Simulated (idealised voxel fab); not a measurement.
Process module, titled voxel air gaps
This is section cut - it's 270 nm across, gridded in 5 nm square cells.
Cross-section spec: square-cell grid; bands listed top down; each band is one or more rows.
Band entry format. Leading values: height of top, height of bottom, nm. Remainder: materials in left-to-right order, each with its width in nm. Special words: "throughout" on a single material, which then fills the band edge to edge; "air", empty space.
It should be noted that heights are counted from 0, beneath which the wafer as supplied is of one material throughout, and that the lowest band possesses no lower boundary but continues downward, as written in "from 0 down".
When a width is written as two numbers, as in "30..40", the first number is the width in the top row of cells of the band and the second is the width in its bottom row, and the width changes by the same amount from each row to the next.
Where a step carries "nothing changed", the cross-section came out of it unchanged, cell for cell.
The entry titled "Enclosed voids" provides the empty spaces that have no open way to the top, restricted to those of 8 cells or more. Each is presented as width x height at distance, the distance being measured from the left edge, with all three in nm.
The remark found on a step's line after its settings is issued by the simulator itself and pertains to that step.
overlay nm: for a step with a mask, the amount by which the mask lay right of where it was planned; a negative amount means left of it.
In what follows, pairs of cross-sections are presented, each taken before and after one process step, with the after cross-section shown only down to the lowest band that was altered; the step, together with its settings, is stated below the pair. The pairs may stem from different runs of this module on the same starting wafer; accordingly, a pair should be taken as continuing from the one above it solely where its entry headed "Pre-step profile" indicates as much.

**Pre-step profile**
  from 50 to 15 = 55 nm SiO2 | 20 nm air | 25 nm SiO2 | 20 nm air | 25 nm SiO2 | 20 nm air | 25 nm SiO2 | 20 nm air | 60 nm SiO2
  from 15 to 10 = SiN throughout
  from 10 to 0 = SiO2 throughout
  from 0 down = Si throughout
  Enclosed voids: none

**Post-Step Snapshot**
  from 55 to 50 = 60 nm SiCN | 10 nm air | 35 nm SiCN | 10 nm air | 35 nm SiCN | 10 nm air | 35 nm SiCN | 10 nm air | 65 nm SiCN
  from 50 to 20 = 55 nm SiO2 | 5 nm SiCN | 10 nm air | 5 nm SiCN | 25 nm SiO2 | 5 nm SiCN | 10 nm air | 5 nm SiCN | 25 nm SiO2 | 5 nm SiCN | 10 nm air | 5 nm SiCN | 25 nm SiO2 | 5 nm SiCN | 10 nm air | 5 nm SiCN | 60 nm SiO2
  from 20 to 15 = 55 nm SiO2 | 20 nm SiCN | 25 nm SiO2 | 20 nm SiCN | 25 nm SiO2 | 20 nm SiCN | 25 nm SiO2 | 20 nm SiCN | 60 nm SiO2
  Nothing below the height 15 has changed.
  Enclosed voids: none
Connecting step for the cross-sections above: CONFORMAL_DEP with material SiCN, thk nm 5

Pre-step profile: look at the pair above, its after cross-section is where this step starts.

**Post-Step Snapshot**
  from 60 to 55 = W throughout
  from 55 to 50 = 60 nm SiCN | 10 nm W | 35 nm SiCN | 10 nm W | 35 nm SiCN | 10 nm W | 35 nm SiCN | 10 nm W | 65 nm SiCN
  from 50 to 20 = 55 nm SiO2 | 5 nm SiCN | 10 nm W | 5 nm SiCN | 25 nm SiO2 | 5 nm SiCN | 10 nm W | 5 nm SiCN | 25 nm SiO2 | 5 nm SiCN | 10 nm W | 5 nm SiCN | 25 nm SiO2 | 5 nm SiCN | 10 nm W | 5 nm SiCN | 60 nm SiO2
  Nothing below the height 20 has changed.
  Enclosed voids: none
Connecting step for the cross-sections above: FILL_DEP with material W, thk nm 5

Pre-step profile: look at the pair above, its after cross-section is where this step starts.

**Post-Step Snapshot**
  from 50 to 20 = 55 nm SiO2 | 5 nm SiCN | 10 nm W | 5 nm SiCN | 25 nm SiO2 | 5 nm SiCN | 10 nm W | 5 nm SiCN | 25 nm SiO2 | 5 nm SiCN | 10 nm W | 5 nm SiCN | 25 nm SiO2 | 5 nm SiCN | 10 nm W | 5 nm SiCN | 60 nm SiO2
  Nothing below the height 20 has changed.
  Enclosed voids: none
Connecting step for the cross-sections above: CMP with height nm 50

Pre-step profile: look at the pair above, its after cross-section is where this step starts.

**Post-Step Snapshot**
  from 60 to 50 = 50 nm air | 30 nm Ru | 15 nm air | 30 nm Ru | 15 nm air | 30 nm Ru | 15 nm air | 30 nm Ru | 55 nm air
  Nothing below the height 50 has changed.
  Enclosed voids: none
Connecting step for the cross-sections above: EPI with material Ru, thk nm 10

Pre-step profile: look at the pair above, its after cross-section is where this step starts.

**Post-Step Snapshot**
  from 60 to 50 = 50 nm air | 30 nm Ru | 15 nm air | 30 nm Ru | 15 nm air | 30 nm Ru | 15 nm air | 30 nm Ru | 55 nm air
  from 50 to 20 = 55 nm air | 5 nm SiCN | 10 nm W | 5 nm SiCN | 25 nm air | 5 nm SiCN | 10 nm W | 5 nm SiCN | 25 nm air | 5 nm SiCN | 10 nm W | 5 nm SiCN | 25 nm air | 5 nm SiCN | 10 nm W | 5 nm SiCN | 60 nm air
  from 20 to 15 = 55 nm air | 20 nm SiCN | 25 nm air | 20 nm SiCN | 25 nm air | 20 nm SiCN | 25 nm air | 20 nm SiCN | 60 nm air
  Nothing below the height 15 has changed.
  Enclosed voids: none
Connecting step for the cross-sections above: SELECTIVE_ETCH with etch materials SiO2, depth nm 45

Pre-step profile: look at the pair above, its after cross-section is where this step starts.

**Post-Step Snapshot**
  from 65 to 60 = 45 nm air | 40 nm SiCN | 5 nm air | 40 nm SiCN | 5 nm air | 40 nm SiCN | 5 nm air | 40 nm SiCN | 50 nm air
  from 60 to 50 = 45 nm air | 5 nm SiCN | 30 nm Ru | 5 nm SiCN | 5 nm air | 5 nm SiCN | 30 nm Ru | 5 nm SiCN | 5 nm air | 5 nm SiCN | 30 nm Ru | 5 nm SiCN | 5 nm air | 5 nm SiCN | 30 nm Ru | 5 nm SiCN | 50 nm air
  from 50 to 45 = 45 nm air | 15 nm SiCN | 10 nm W | 15 nm SiCN | 5 nm air | 15 nm SiCN | 10 nm W | 15 nm SiCN | 5 nm air | 15 nm SiCN | 10 nm W | 15 nm SiCN | 5 nm air | 15 nm SiCN | 10 nm W | 15 nm SiCN | 50 nm air
  from 45 to 20 = 50 nm air | 10 nm SiCN | 10 nm W | 10 nm SiCN | 15 nm air | 10 nm SiCN | 10 nm W | 10 nm SiCN | 15 nm air | 10 nm SiCN | 10 nm W | 10 nm SiCN | 15 nm air | 10 nm SiCN | 10 nm W | 10 nm SiCN | 55 nm air
  from 20 to 15 = SiCN throughout
  Nothing below the height 15 has changed.
  Enclosed voids: none
Connecting step for the cross-sections above: CONFORMAL_DEP with material SiCN, thk nm 5

**Pre-step profile**
  from 50 to 15 = SiO2 throughout
  from 15 to 10 = SiN throughout
  from 10 to 0 = SiO2 throughout
  from 0 down = Si throughout
  Enclosed voids: none

**Post-Step Snapshot**
  from 50 to 15 = 55 nm air | 20 nm SiO2 | 25 nm air | 20 nm SiO2 | 25 nm air | 20 nm SiO2 | 25 nm air | 20 nm SiO2 | 60 nm air
  Nothing below the height 15 has changed.
  Enclosed voids: none
Connecting step for the cross-sections above: MASKED_ETCH with tone cover, mask id LINES, width nm 20, pitch nm 45, etch materials SiO2, depth nm 35, overlay nm 0

Pre-step profile: look at the pair above, its after cross-section is where this step starts.

**Post-Step Snapshot**
  from 55 to 50 = 50 nm air | 30 nm TiN | 15 nm air | 30 nm TiN | 15 nm air | 30 nm TiN | 15 nm air | 30 nm TiN | 55 nm air
  from 50 to 20 = 50 nm air | 5 nm TiN | 20 nm SiO2 | 5 nm TiN | 15 nm air | 5 nm TiN | 20 nm SiO2 | 5 nm TiN | 15 nm air | 5 nm TiN | 20 nm SiO2 | 5 nm TiN | 15 nm air | 5 nm TiN | 20 nm SiO2 | 5 nm TiN | 55 nm air
  from 20 to 15 = 55 nm TiN | 20 nm SiO2 | 25 nm TiN | 20 nm SiO2 | 25 nm TiN | 20 nm SiO2 | 25 nm TiN | 20 nm SiO2 | 60 nm TiN
  Nothing below the height 15 has changed.
  Enclosed voids: none
Connecting step for the cross-sections above: CONFORMAL_DEP with material TiN, thk nm 5

Pre-step profile: look at the pair above, its after cross-section is where this step starts.

**Post-Step Snapshot**
  from 60 to 55 = W throughout
  from 55 to 50 = 50 nm W | 30 nm TiN | 15 nm W | 30 nm TiN | 15 nm W | 30 nm TiN | 15 nm W | 30 nm TiN | 55 nm W
  from 50 to 20 = 50 nm W | 5 nm TiN | 20 nm SiO2 | 5 nm TiN | 15 nm W | 5 nm TiN | 20 nm SiO2 | 5 nm TiN | 15 nm W | 5 nm TiN | 20 nm SiO2 | 5 nm TiN | 15 nm W | 5 nm TiN | 20 nm SiO2 | 5 nm TiN | 55 nm W
  Nothing below the height 20 has changed.
  Enclosed voids: none
Connecting step for the cross-sections above: FILL_DEP with material W, thk nm 5

Pre-step profile: look at the pair above, its after cross-section is where this step starts.

**Post-Step Snapshot**
  from 50 to 20 = 50 nm W | 5 nm TiN | 20 nm SiO2 | 5 nm TiN | 15 nm W | 5 nm TiN | 20 nm SiO2 | 5 nm TiN | 15 nm W | 5 nm TiN | 20 nm SiO2 | 5 nm TiN | 15 nm W | 5 nm TiN | 20 nm SiO2 | 5 nm TiN | 55 nm W
  Nothing below the height 20 has changed.
  Enclosed voids: none
Connecting step for the cross-sections above: CMP with height nm 50

Pre-step profile: look at the pair above, its after cross-section is where this step starts.

**Post-Step Snapshot**
  from 60 to 50 = Ru throughout
  Nothing below the height 50 has changed.
  Enclosed voids: none
Connecting step for the cross-sections above: EPI with material Ru, thk nm 10

Pre-step profile: look at the pair above, its after cross-section is where this step starts.

**Post-Step Snapshot**
  from 65 to 60 = SiCN throughout
  Nothing below the height 60 has changed.
  Enclosed voids: none
Connecting step for the cross-sections above: CONFORMAL_DEP with material SiCN, thk nm 5
